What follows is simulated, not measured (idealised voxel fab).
The name of this process module is voxel capacitor over wiring.
Square cells of 5 nm make up the cross-section cut, whose width is 235 nm.
A cross-section is written here as square cells arranged in a grid, and it is given in bands from the top down, each band taking up one or more rows of cells. Per band: top height and bottom height in nm, followed by the left-to-right materials and their widths in nm; "full width" marks a single material spanning edge to edge, "empty" marks empty space. Below 0: as-received wafer, all one material; heights counted from there. Lowest band: no bottom, goes on down, written "0 -> down". Top row gets the first number, bottom row gets the second, and each row in between changes by the same step: that is how a band width like "30->40" works. "no alteration" (step): cross-section cells unchanged, all of them. Each empty space that has no open way to the top and spans at least 8 cells appears under "Closed void listing" as width x height at distance, the distance counted from the left edge, all in nm. It should be noted that, on the line of a given step, the content following the step's settings is a remark produced by the simulator itself with respect to that step. The line of a step may include "overlay nm". On a step with a mask, this value is how far to the right of its planned place the mask lay. A negative value means the mask lay to the left.

Listed below are the process steps as planned:
1: RECEIVE (material Si)
2: CONFORMAL_DEP (material SiO2; thk nm 10)
3: CONFORMAL_DEP (material SiCN; thk nm 5)
4: DIRECTIONAL_DEP (material SiO2; thk nm 15)
5: DIRECTIONAL_DEP (material aC; thk nm 15)
6: PATTERN (tone open; mask id METAL_1; material resist; width nm 20; pitch nm 80; thk nm 35; overlay nm 0)
7: DIRECTIONAL_ETCH (etch materials aC; depth nm 15)
8: STRIP (etch materials resist)
9: DIRECTIONAL_ETCH (etch materials SiO2; depth nm 15)
10: DIRECTIONAL_ETCH (etch materials SiCN; depth nm 5)
11: STRIP (etch materials aC)
12: CONFORMAL_DEP (material TiN; thk nm 5)
13: FILL_DEP (material Cu; thk nm 5)
14: CMP (height nm 30)
15: CONFORMAL_DEP (material SiCN; thk nm 5)
16: DIRECTIONAL_DEP (material SiO2; thk nm 15)
17: PATTERN (tone open; mask id PLUG_1; material resist; width nm 15; thk nm 15; overlay nm 0)
18: DIRECTIONAL_ETCH (etch materials SiO2; depth nm 15)
19: DIRECTIONAL_ETCH (etch materials SiCN; depth nm 5)
20: STRIP (etch materials resist)
21: CONFORMAL_DEP (material TiN; thk nm 5)
22: FILL_DEP (material W; thk nm 10)
23: CMP (height nm 50)
24: DIRECTIONAL_DEP (material TiN; thk nm 10)
25: DIRECTIONAL_DEP (material HfO2; thk nm 5)
26: DIRECTIONAL_DEP (material TiN; thk nm 5)
27: PATTERN (tone cover; mask id UPPER_PLATE; material resist; width nm 65; thk nm 20; overlay nm 0)
28: DIRECTIONAL_ETCH (etch materials TiN; depth nm 5)
29: DIRECTIONAL_ETCH (etch materials HfO2; depth nm 5)
30: STRIP (etch materials resist)
31: PATTERN (tone cover; mask id LOWER_PLATE; material resist; width nm 65; thk nm 20; overlay nm 0)
32: DIRECTIONAL_ETCH (etch materials TiN; depth nm 10)
33: STRIP (etch materials resist)
34: FILL_DEP (material SiO2; thk nm 20)
35: CMP (height nm 85)
36: PATTERN (tone open; mask id PLUG_2; material resist; width nm 15; thk nm 15; overlay nm 0)
37: DIRECTIONAL_ETCH (etch materials SiO2; depth nm 15)
38: STRIP (etch materials resist)
39: CONFORMAL_DEP (material TiN; thk nm 5)
40: FILL_DEP (material W; thk nm 10)
41: CMP (height nm 85)
42: CONFORMAL_DEP (material SiN; thk nm 5)
Where the wafers of this document differ is in the width nm of step 31; they start out the same, and the plan states the value that applied to the first wafer.

Sectional view: first of several wafers, as received, after step 1:
> 0 -> down  Si full width
> Closed void listing: none

Last step of the module is step 42; after it, the first of several wafers in cross-section:
> 90 -> 85  SiN full width
> 85 -> 75  SiO2 80 | TiN 5 | W 5 | TiN 5 | SiO2 140
> 75 -> 65  SiO2 80->70 | TiN 15->65 | SiO2 140->100
> 65 -> 60  SiO2 70 | HfO2 65 | SiO2 100
> 60 -> 50  SiO2 70 | TiN 65 | SiO2 100
> 50 -> 35  SiO2 70 | TiN 5 | W 5 | TiN 5 | SiO2 150
> 35 -> 30  SiCN 70 | TiN 15 | SiCN 150
> 30 -> 15  SiO2 65 | TiN 5 | Cu 10 | TiN 5 | SiO2 60 | TiN 5 | Cu 10 | TiN 5 | SiO2 70
> 15 -> 10  SiCN 65 | TiN 20 | SiCN 60 | TiN 20 | SiCN 70
> 10 -> 0  SiO2 full width
> 0 -> down  Si full width
> Closed void listing: none

A cross-section through the last wafer at the close of the module:
> 90 -> 85  SiN full width
> 85 -> 75  SiO2 80 | TiN 5 | W 5 | TiN 5 | SiO2 140
> 75 -> 65  SiO2 80->70 | TiN 15->65 | SiO2 140->100
> 65 -> 60  SiO2 70 | HfO2 65 | SiO2 100
> 60 -> 50  SiO2 60 | TiN 90 | SiO2 85
> 50 -> 35  SiO2 70 | TiN 5 | W 5 | TiN 5 | SiO2 150
> 35 -> 30  SiCN 70 | TiN 15 | SiCN 150
> 30 -> 15  SiO2 65 | TiN 5 | Cu 10 | TiN 5 | SiO2 60 | TiN 5 | Cu 10 | TiN 5 | SiO2 70
> 15 -> 10  SiCN 65 | TiN 20 | SiCN 60 | TiN 20 | SiCN 70
> 10 -> 0  SiO2 full width
> 0 -> down  Si full width
> Closed void listing: none

So in this table every wafer gets its own row, and what you see is where it stands at the end of the module: for each material, how many cells it picked up (+) or gave up (-) since we received it, and after that its closed voids:
width nm 65; +12 Cu; +13 HfO2; +83 SiCN; +47 SiN; +611 SiO2; +75 TiN; +5 W; Closed void listing: none
width nm 70; +12 Cu; +13 HfO2; +83 SiCN; +47 SiN; +609 SiO2; +77 TiN; +5 W; Closed void listing: none
width nm 75; +12 Cu; +13 HfO2; +83 SiCN; +47 SiN; +607 SiO2; +79 TiN; +5 W; Closed void listing: none
width nm 80; +12 Cu; +13 HfO2; +83 SiCN; +47 SiN; +605 SiO2; +81 TiN; +5 W; Closed void listing: none
width nm 85; +12 Cu; +13 HfO2; +83 SiCN; +47 SiN; +603 SiO2; +83 TiN; +5 W; Closed void listing: none
width nm 90; +12 Cu; +13 HfO2; +83 SiCN; +47 SiN; +601 SiO2; +85 TiN; +5 W; Closed void listing: none
